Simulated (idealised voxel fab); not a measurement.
Module name: voxel ribs on slabs (process module)
This is section cut - it's 270 nm across, gridded in 5 nm square cells.
How to read a cross-section here: the picture is a grid of square cells, written as bands going from the top down, and any band can span one or more rows of cells. First you get the band's top height and its bottom height, in nm, and then the materials it's made of, left to right, with each width in nm. If you see a single material with "all across", that one covers the band edge to edge. "empty" is empty space. Heads up on the height convention: 0 is the point under which the incoming wafer is all one material, and the lowest band has no bottom, it just keeps going down, like "z 0 and below". So if you see something like "30..40" for the width, read it as the top row of the band sitting at the first number and the bottom row at the second, with every row in between moving by the same amount as the last. You'll sometimes find "nothing different" written for a step, and that's the way of saying that nowhere in the cross-section did a cell change during that step. This entry, "Closed voids list", enumerates those empty regions of no fewer than 8 cells that possess no open connection to the top. Each region is reported in the form width x height at distance, the distance being taken from the left edge, with all three quantities expressed in nm. Formally, on a step line, whatever follows the settings is a remark that the simulator itself makes on the step. overlay nm: step with mask; distance mask lay right of planned place; negative value = left of planned place.

Steps in the process plan:
1) RECEIVE: material Si
2) DIRECTIONAL_DEP: material SiO2, thk nm 25
3) DIRECTIONAL_DEP: material polySi, thk nm 25
4) DIRECTIONAL_DEP: material aC, thk nm 15
5) PATTERN: tone cover, mask id RIB, material resist, width nm 15, thk nm 35, overlay nm 0
6) DIRECTIONAL_ETCH: etch materials aC, depth nm 15
7) STRIP: etch materials resist
8) DIRECTIONAL_ETCH: etch materials polySi, depth nm 15
9) STRIP: etch materials aC
10) PATTERN: tone cover, mask id SLAB, material resist, width nm 75, thk nm 20, overlay nm -15
11) DIRECTIONAL_ETCH: etch materials polySi, depth nm 10
12) STRIP: etch materials resist
13) FILL_DEP: material SiO2, thk nm 20
14) CMP: height nm 60
15) DIRECTIONAL_DEP: material W, thk nm 5
16) DIRECTIONAL_DEP: material aC, thk nm 10
17) PATTERN: tone cover, mask id HEATER, material resist, width nm 25, thk nm 30, overlay nm 0
18) DIRECTIONAL_ETCH: etch materials aC, depth nm 10
19) STRIP: etch materials resist
20) DIRECTIONAL_ETCH: etch materials W, depth nm 5
21) STRIP: etch materials aC
22) CONFORMAL_DEP: material SiO2, thk nm 5
All wafers enter the flow in the same state. The overlay nm at step 10 differs from wafer to wafer, and the plan gives the value for the first wafer.

After step 1, as received: first of several wafers, cross-section:
	z 0 and below: Si all across
	Closed voids list: none

The figure below presents a cross-section of the first of several wafers at the conclusion of the module, following its last step, step 22:
	z 70 to 65: empty=115  SiO2=35  empty=120
	z 65 to 60: SiO2=120  W=25  SiO2=125
	z 60 to 50: SiO2 all across
	z 50 to 35: SiO2=125  polySi=15  SiO2=130
	z 35 to 25: SiO2=80  polySi=75  SiO2=115
	z 25 to 0: SiO2 all across
	z 0 and below: Si all across
	Closed voids list: none

So this is the cross-section on the last wafer at the end of the module:
	z 70 to 65: empty=115  SiO2=35  empty=120
	z 65 to 60: SiO2=120  W=25  SiO2=125
	z 60 to 50: SiO2 all across
	z 50 to 35: SiO2=125  polySi=15  SiO2=130
	z 35 to 25: SiO2=110  polySi=75  SiO2=85
	z 25 to 0: SiO2 all across
	z 0 and below: Si all across
	Closed voids list: none

Quick key for the table: a row per wafer, taken at the end of the module. For each material it tells you how many cells the wafer gained (+) or lost (-) since it came in, and the closed voids come after:
overlay nm -15 | +665 SiO2 | +5 W | +39 polySi | Closed voids list: none
overlay nm -10 | +665 SiO2 | +5 W | +39 polySi | Closed voids list: none
overlay nm -5 | +665 SiO2 | +5 W | +39 polySi | Closed voids list: none
overlay nm 0 | +665 SiO2 | +5 W | +39 polySi | Closed voids list: none
overlay nm 5 | +665 SiO2 | +5 W | +39 polySi | Closed voids list: none
overlay nm 10 | +665 SiO2 | +5 W | +39 polySi | Closed voids list: none
overlay nm 15 | +665 SiO2 | +5 W | +39 polySi | Closed voids list: none
